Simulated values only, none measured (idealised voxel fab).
process module | voxel spacer lines
cross-section cut | 280 nm wide | cells 5 nm
A cross-section is a grid of square cells, given in bands from the top down. A band is one or more rows of cells.
Each band's line starts with the height of the band's top and of its bottom, in nm. Then come its materials from left to right, each with its width in nm. One material with "throughout" fills the band from edge to edge. "air" is empty space.
Height 0 is the level under which the wafer as received is all one material. The lowest band goes on downwards, as in "0 down".
A width such as "30 to 40" changes by the same amount from each row of cells to the next, from the band's top row to its bottom row.
"no change" after a step means that no cell of the cross-section changed.
closed voids: empty space of 8 cells or more with no open way to the top, each as width x height at its distance from the left edge, in nm
after a step's settings: what the simulator itself notes on the step
overlay nm, on a step with a mask: how far to the right of its planned place the mask lay; to the left if negative
plan
1 op RECEIVE | material Si
2 op CONFORMAL_DEP | material Al2O3 | thk nm 10
3 op DIRECTIONAL_DEP | material W | thk nm 10
4 op DIRECTIONAL_DEP | material polySi | thk nm 20
5 op PATTERN | tone cover | mask id MANDREL | material resist | width nm 15 | pitch nm 50 | thk nm 25 | overlay nm 0
6 op DIRECTIONAL_ETCH | etch materials polySi | depth nm 20
7 op STRIP | etch materials resist
8 op CONFORMAL_DEP | material SiO2 | thk nm 10
9 op DIRECTIONAL_ETCH | etch materials SiO2 | depth nm 10
10 op STRIP | etch materials polySi
11 op DIRECTIONAL_ETCH | etch materials W | depth nm 10
12 op STRIP | etch materials SiO2
13 op FILL_DEP | material lowk | thk nm 5
14 op CMP | height nm 20
first wafer, as planned
as received, after step 1
  0 down: Si throughout
  closed voids: none
after step 2
  10 to 0: Al2O3 throughout
  below 0: unchanged
after step 3
  20 to 10: W throughout
  below 10: unchanged
after step 4
  40 to 20: polySi throughout
  below 20: unchanged
after step 5
  65 to 40: air 105 | resist 15 | air 35 | resist 15 | air 110
  below 40: unchanged
after step 6
  65 to 40: air 105 | resist 15 | air 35 | resist 15 | air 110
  40 to 20: air 105 | polySi 15 | air 35 | polySi 15 | air 110
  below 20: unchanged
after step 7
  40 to 20: air 105 | polySi 15 | air 35 | polySi 15 | air 110
  below 20: unchanged
after step 8
  50 to 40: air 95 | SiO2 35 | air 15 | SiO2 35 | air 100
  40 to 30: air 95 | SiO2 10 | polySi 15 | SiO2 10 | air 15 | SiO2 10 | polySi 15 | SiO2 10 | air 100
  30 to 20: SiO2 105 | polySi 15 | SiO2 35 | polySi 15 | SiO2 110
  below 20: unchanged
after step 9
  40 to 20: air 95 | SiO2 10 | polySi 15 | SiO2 10 | air 15 | SiO2 10 | polySi 15 | SiO2 10 | air 100
  below 20: unchanged
after step 10
  40 to 20: air 95 | SiO2 10 | air 15 | SiO2 10 | air 15 | SiO2 10 | air 15 | SiO2 10 | air 100
  below 20: unchanged
after step 11
  40 to 20: air 95 | SiO2 10 | air 15 | SiO2 10 | air 15 | SiO2 10 | air 15 | SiO2 10 | air 100
  20 to 10: air 95 | W 10 | air 15 | W 10 | air 15 | W 10 | air 15 | W 10 | air 100
  below 10: unchanged
after step 12
  20 to 10: air 95 | W 10 | air 15 | W 10 | air 15 | W 10 | air 15 | W 10 | air 100
  below 10: unchanged
after step 13
  25 to 20: lowk throughout
  20 to 10: lowk 95 | W 10 | lowk 15 | W 10 | lowk 15 | W 10 | lowk 15 | W 10 | lowk 100
  below 10: unchanged
after step 14
  20 to 10: lowk 95 | W 10 | lowk 15 | W 10 | lowk 15 | W 10 | lowk 15 | W 10 | lowk 100
  below 10: unchanged
second wafer: like start, like plan, one mistake. Through step 2 it matches the first wafer
when step 3 should have ended
  20 to 10: lowk throughout
  below 10: unchanged
when step 4 should have ended
  40 to 20: polySi throughout
  below 20: unchanged
when step 5 should have ended
  65 to 40: air 105 | resist 15 | air 35 | resist 15 | air 110
  below 40: unchanged
when step 6 should have ended
  65 to 40: air 105 | resist 15 | air 35 | resist 15 | air 110
  40 to 20: air 105 | polySi 15 | air 35 | polySi 15 | air 110
  below 20: unchanged
when step 7 should have ended
  40 to 20: air 105 | polySi 15 | air 35 | polySi 15 | air 110
  below 20: unchanged
when step 8 should have ended
  50 to 40: air 95 | SiO2 35 | air 15 | SiO2 35 | air 100
  40 to 30: air 95 | SiO2 10 | polySi 15 | SiO2 10 | air 15 | SiO2 10 | polySi 15 | SiO2 10 | air 100
  30 to 20: SiO2 105 | polySi 15 | SiO2 35 | polySi 15 | SiO2 110
  below 20: unchanged
when step 9 should have ended
  40 to 20: air 95 | SiO2 10 | polySi 15 | SiO2 10 | air 15 | SiO2 10 | polySi 15 | SiO2 10 | air 100
  below 20: unchanged
when step 10 should have ended
  40 to 20: air 95 | SiO2 10 | air 15 | SiO2 10 | air 15 | SiO2 10 | air 15 | SiO2 10 | air 100
  below 20: unchanged
when step 11 should have ended: no change
when step 12 should have ended
  20 to 10: lowk throughout
  below 10: unchanged
when step 13 should have ended
  25 to 10: lowk throughout
  below 10: unchanged
when step 14 should have ended
  20 to 10: lowk throughout
  below 10: unchanged
what went wrong: step 3 ran as: op DIRECTIONAL_DEP | material lowk | thk nm 10
at the end the second wafer has, in cells: 16 fewer of W | 16 more of lowk
